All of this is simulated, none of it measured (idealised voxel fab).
Proc. module: voxel released beams
The cross-section shown here is cut; it is 235 nm wide and divided into square cells measuring 5 nm on a side.
A cross-section in this document is a grid of square cells, and it is written down as bands, the top band listed before the ones below it; a band is made up of one or more rows of cells.
This entry defines a band. It first specifies the height of the band's top and the height of its bottom in nm, and then specifies the band's materials from left to right, stating each material with its width in nm. The word "throughout" identifies a single material that fills the band from edge to edge, while the word "blank" identifies empty space.
Convention: height 0 is the level below which the wafer, as received, is all one material. The lowest band does not terminate at the bottom but continues downward, represented as "from 0 down".
A two-number width, for instance "30..40", indicates that the width is equal to the first number in the top row of the band and to the second number in the bottom row, and that it changes by a constant amount per row of cells.
Given "nothing altered" for a step, no cell of the cross-section differs between before and after that step.
"Enclosed void listing": empty spaces of 8 cells or more with no open way to the top, each given as width x height at distance, distance from the left edge, all in nm.
Anything after a step's settings on that line? It's the simulator's own note about the step.
overlay nm: where the mask lay relative to plan, measured to the right, on steps with a mask; negatives go left.

# Intended process steps
| 1 | RECEIVE,material Si |
| 2 | CONFORMAL_DEP,material Al2O3,thk nm 10 |
| 3 | DIRECTIONAL_DEP,material SiO2,thk nm 15 |
| 4 | MASKED_ETCH,tone open,mask id ANCHOR,width nm 30,etch materials SiO2,depth nm 15,overlay nm 0 |
| 5 | CONFORMAL_DEP,material polySi,thk nm 10 |
| 6 | MASKED_ETCH,tone cover,mask id BEAM,width nm 100,etch materials polySi,depth nm 10,overlay nm 0 |
| 7 | STRIP,etch materials SiO2 |

# First of two wafers, processed according to plan

# Delivered wafer in cross-section: state after step 1
	from 0 down = Si throughout
	Enclosed void listing: none

# How the wafer stands in section after step 2
	from 10 to 0 = Al2O3 throughout
	Everything under 0 stays put, no change at all.

# How the wafer stands in section after step 3
	from 25 to 10 = SiO2 throughout
	Everything under 10 stays put, no change at all.

# How the wafer stands in section after step 4
	from 25 to 10 = SiO2: 70; blank: 30; SiO2: 135
	Everything under 10 stays put, no change at all.

# How the wafer stands in section after step 5
	from 35 to 25 = polySi: 80; blank: 10; polySi: 145
	from 25 to 20 = SiO2: 70; polySi: 10; blank: 10; polySi: 10; SiO2: 135
	from 20 to 10 = SiO2: 70; polySi: 30; SiO2: 135
	Everything under 10 stays put, no change at all.

# How the wafer stands in section after step 6
	from 35 to 25 = blank: 65; polySi: 15; blank: 10; polySi: 75; blank: 70
	Everything under 25 stays put, no change at all.

# How the wafer stands in section after step 7
	from 35 to 25 = blank: 65; polySi: 15; blank: 10; polySi: 75; blank: 70
	from 25 to 20 = blank: 70; polySi: 10; blank: 10; polySi: 10; blank: 135
	from 20 to 10 = blank: 70; polySi: 30; blank: 135
	Everything under 10 stays put, no change at all.

# For the second wafer, take the first wafer's start and plan, then add one mistake made in running it; everything through step 3, that step included, is shared with the first

# Cross-section, second wafer, at the end time the plan gives for step 4
	from 25 to 10 = SiO2: 80; blank: 30; SiO2: 125
	Everything under 10 stays put, no change at all.

# Cross-section, second wafer, at the end time the plan gives for step 5
	from 35 to 25 = polySi: 90; blank: 10; polySi: 135
	from 25 to 20 = SiO2: 80; polySi: 10; blank: 10; polySi: 10; SiO2: 125
	from 20 to 10 = SiO2: 80; polySi: 30; SiO2: 125
	Everything under 10 stays put, no change at all.

# Cross-section, second wafer, at the end time the plan gives for step 6
	from 35 to 25 = blank: 65; polySi: 25; blank: 10; polySi: 65; blank: 70
	Everything under 25 stays put, no change at all.

# Cross-section, second wafer, at the end time the plan gives for step 7
	from 35 to 25 = blank: 65; polySi: 25; blank: 10; polySi: 65; blank: 70
	from 25 to 20 = blank: 80; polySi: 10; blank: 10; polySi: 10; blank: 125
	from 20 to 10 = blank: 80; polySi: 30; blank: 125
	Everything under 10 stays put, no change at all.
What was the processing mistake? step 4 off recipe, ran as MASKED_ETCH,tone open,mask id ANCHOR,width nm 30,etch materials SiO2,depth nm 15,overlay nm 10
If you tally the cells, the second wafer ends up with the same amount of every material as the first; it's all just sitting in different places.
